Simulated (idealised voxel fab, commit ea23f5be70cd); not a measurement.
process module | voxel ribs on slabs
cross-section cut | 150 nm wide | cells 5 nm
A cross-section is a grid of square cells, given in bands from the top down. A band is one or more rows of cells.
Each band's line starts with the height of the band's top and of its bottom, in nm. Then come its materials from left to right, each with its width in nm. One material with "throughout" fills the band from edge to edge. "air" is empty space.
Height 0 is the level under which the wafer as received is all one material. The lowest band goes on downwards, as in "0 down".
A width such as "30 to 40" changes by the same amount from each row of cells to the next, from the band's top row to its bottom row.
"no change" after a step means that no cell of the cross-section changed.
closed voids: empty space of 8 cells or more with no open way to the top, each as width x height at its distance from the left edge, in nm
after a step's settings: what the simulator itself notes on the step
overlay nm, on a step with a mask: how far to the right of its planned place the mask lay; to the left if negative
plan
1 op RECEIVE | material Si
2 op DIRECTIONAL_DEP | material SiO2 | thk nm 25
3 op DIRECTIONAL_DEP | material polySi | thk nm 15
4 op DIRECTIONAL_DEP | material aC | thk nm 15
5 op PATTERN | tone cover | mask id RIB | material resist | width nm 20 | thk nm 30 | overlay nm 0
6 op DIRECTIONAL_ETCH | etch materials aC | depth nm 15
7 op STRIP | etch materials resist
8 op DIRECTIONAL_ETCH | etch materials polySi | depth nm 5
9 op STRIP | etch materials aC
10 op MASKED_ETCH | tone cover | mask id SLAB | width nm 70 | etch materials polySi | depth nm 10 | overlay nm 0
11 op FILL_DEP | material SiO2 | thk nm 30
12 op CMP | height nm 60
13 op DIRECTIONAL_DEP | material TiN | thk nm 10
14 op PATTERN | tone cover | mask id HEATER | material resist | width nm 30 | thk nm 15 | overlay nm 0
15 op DIRECTIONAL_ETCH | etch materials TiN | depth nm 10
16 op STRIP | etch materials resist
17 op CONFORMAL_DEP | material SiO2 | thk nm 10
first wafer, as planned
as received, after step 1
  0 down: Si throughout
  closed voids: none
after step 2
  25 to 0: SiO2 throughout
  below 0: unchanged
after step 3
  40 to 25: polySi throughout
  below 25: unchanged
after step 4
  55 to 40: aC throughout
  below 40: unchanged
after step 5
  85 to 55: air 65 | resist 20 | air 65
  below 55: unchanged
after step 6
  70 to 55: air 65 | resist 20 | air 65
  55 to 40: air 65 | aC 20 | air 65
  below 40: unchanged
after step 7
  55 to 40: air 65 | aC 20 | air 65
  below 40: unchanged
after step 8
  55 to 40: air 65 | aC 20 | air 65
  40 to 35: air 65 | polySi 20 | air 65
  below 35: unchanged
after step 9
  40 to 35: air 65 | polySi 20 | air 65
  below 35: unchanged
after step 10
  40 to 35: air 65 | polySi 20 | air 65
  35 to 25: air 40 | polySi 70 | air 40
  below 25: unchanged
after step 11
  70 to 40: SiO2 throughout
  40 to 35: SiO2 65 | polySi 20 | SiO2 65
  35 to 25: SiO2 40 | polySi 70 | SiO2 40
  below 25: unchanged
after step 12
  60 to 40: SiO2 throughout
  below 40: unchanged
after step 13
  70 to 60: TiN throughout
  below 60: unchanged
after step 14
  85 to 70: air 60 | resist 30 | air 60
  below 70: unchanged
after step 15
  85 to 70: air 60 | resist 30 | air 60
  70 to 60: air 60 | TiN 30 | air 60
  below 60: unchanged
after step 16
  70 to 60: air 60 | TiN 30 | air 60
  below 60: unchanged
after step 17
  80 to 70: air 50 | SiO2 50 | air 50
  70 to 60: SiO2 60 | TiN 30 | SiO2 60
  below 60: unchanged
second wafer: like start, like plan, one mistake. Through step 1 it matches the first wafer
when step 2 should have ended
  15 to 0: polySi throughout
  below 0: unchanged
when step 3 should have ended
  40 to 15: SiO2 throughout
  below 15: unchanged
when step 4 should have ended
  55 to 40: aC throughout
  below 40: unchanged
when step 5 should have ended
  85 to 55: air 65 | resist 20 | air 65
  below 55: unchanged
when step 6 should have ended
  70 to 55: air 65 | resist 20 | air 65
  55 to 40: air 65 | aC 20 | air 65
  below 40: unchanged
when step 7 should have ended
  55 to 40: air 65 | aC 20 | air 65
  below 40: unchanged
when step 8 should have ended: no change
when step 9 should have ended
  40 to 15: SiO2 throughout
  below 15: unchanged
when step 10 should have ended: no change
when step 11 should have ended
  70 to 15: SiO2 throughout
  below 15: unchanged
when step 12 should have ended
  60 to 15: SiO2 throughout
  below 15: unchanged
when step 13 should have ended
  70 to 60: TiN throughout
  below 60: unchanged
when step 14 should have ended
  85 to 70: air 60 | resist 30 | air 60
  below 70: unchanged
when step 15 should have ended
  85 to 70: air 60 | resist 30 | air 60
  70 to 60: air 60 | TiN 30 | air 60
  below 60: unchanged
when step 16 should have ended
  70 to 60: air 60 | TiN 30 | air 60
  below 60: unchanged
when step 17 should have ended
  80 to 70: air 50 | SiO2 50 | air 50
  70 to 60: SiO2 60 | TiN 30 | SiO2 60
  below 60: unchanged
what went wrong: steps 2 and 3 were swapped
at the end the second wafer has, in cells: 58 fewer of SiO2 | 58 more of polySi
